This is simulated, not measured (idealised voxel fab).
The process module presented herein is designated voxel gate over fins.
Cross-section cut: width 220 nm, square cells of 5 nm.
Reading order for cross-sections: top band down to bottom band. Underlying form: a grid of square cells. Band size: one or more rows of cells. Each band's line starts with the height of the band's top and of its bottom, in nm. Then come its materials from left to right, each with its width in nm. One material with "everywhere" fills the band from edge to edge. "blank" is empty space. Heights are measured from 0, the level below which the as-received wafer is all one material; the lowest band has no bottom and continues downward, written as in "0 and below". The width entry "30->40" should be interpreted row by row: the top row of cells in the band takes the first number, the bottom row takes the second number, and the change between adjacent rows is uniform throughout. "everything unchanged" after a step means that no cell of the cross-section changed. What "Closed-off voids" gives you is every empty space of 8 cells or more that is cut off from the top. Each appears as width x height at distance, with the distance taken from the left edge and width, height and distance all in nm. Text after the settings on a step's line: the simulator's own remark on that step. Steps that use a mask can have "overlay nm" on their line. It says how far the mask sat to the right of where it was meant to be. Negative means to the left.
-- Below is the list of planned process steps
1) op RECEIVE | material Si
2) op CONFORMAL_DEP | material SiN | thk nm 10
3) op MASKED_ETCH | tone cover | mask id FINS | width nm 15 | pitch nm 35 | etch materials SiN | depth nm 10 | overlay nm 0
4) op MASKED_ETCH | tone cover | mask id FINS | width nm 15 | pitch nm 35 | etch materials Si | depth nm 30 | overlay nm 0
5) op OXIDIZE | depth nm 5
6) op FILL_DEP | material SiO2 | thk nm 10
7) op CMP | height nm 10
8) op SELECTIVE_ETCH | etch materials SiO2 | depth nm 25
9) op STRIP | etch materials SiN
10) op CONFORMAL_DEP | material HfO2 | thk nm 5
11) op CONFORMAL_DEP | material TiN | thk nm 5
12) op CONFORMAL_DEP | material TiAl | thk nm 5
13) op CONFORMAL_DEP | material TiN | thk nm 5
14) op FILL_DEP | material W | thk nm 15
15) op CMP | height nm 30
16) op CONFORMAL_DEP | material SiN | thk nm 5
-- So this is the incoming wafer in cross-section - it's already been through step 1
    0 and below  Si everywhere
    Closed-off voids: none
-- Below is the wafer in cross-section after the module was completed. It began from the starting point shown above and followed the plan shown above, except that one mistake was made while running it
    35 down to 30  SiN everywhere
    30 down to 20  W everywhere
    20 down to 15  W: 65, then TiN: 90, then W: 65
    15 down to 10  W: 65, then TiN: 5, then TiAl: 80, then TiN: 5, then W: 65
    10 down to 5  W: 65, then TiN: 5, then TiAl: 5, then TiN: 70, then TiAl: 5, then TiN: 5, then W: 65
    5 down to 0  W: 65, then TiN: 5, then TiAl: 5, then TiN: 5, then HfO2: 25, then TiN: 10, then HfO2: 25, then TiN: 5, then TiAl: 5, then TiN: 5, then W: 65
    0 down to -10  W: 65, then TiN: 5, then TiAl: 5, then TiN: 5, then HfO2: 5, then SiO2: 5, then Si: 5, then SiO2: 5, then HfO2: 5, then TiN: 10, then HfO2: 5, then SiO2: 5, then Si: 5, then SiO2: 5, then HfO2: 5, then TiN: 5, then TiAl: 5, then TiN: 5, then W: 65
    -10 down to -15  TiN: 70, then TiAl: 5, then TiN: 5, then HfO2: 5, then SiO2: 5, then Si: 5, then SiO2: 5, then HfO2: 5, then TiN: 10, then HfO2: 5, then SiO2: 5, then Si: 5, then SiO2: 5, then HfO2: 5, then TiN: 5, then TiAl: 5, then TiN: 70
    -15 down to -20  TiAl: 75, then TiN: 5, then HfO2: 5, then SiO2: 5, then Si: 5, then SiO2: 5, then HfO2: 5, then TiN: 10, then HfO2: 5, then SiO2: 5, then Si: 5, then SiO2: 5, then HfO2: 5, then TiN: 5, then TiAl: 75
    -20 down to -25  TiN: 80, then HfO2: 5, then SiO2: 5, then Si: 5, then SiO2: 5, then HfO2: 5, then TiN: 10, then HfO2: 5, then SiO2: 5, then Si: 5, then SiO2: 5, then HfO2: 5, then TiN: 80
    -25 down to -30  HfO2: 85, then SiO2: 5, then Si: 5, then SiO2: 5, then HfO2: 20, then SiO2: 5, then Si: 5, then SiO2: 5, then HfO2: 85
    -30 down to -35  SiO2: 90, then Si: 5, then SiO2: 30, then Si: 5, then SiO2: 90
    -35 and below  Si everywhere
    Closed-off voids: none
Nonconformance to the process plan: off-plan run, step 6, actual operation and settings op FILL_DEP | material SiN | thk nm 10
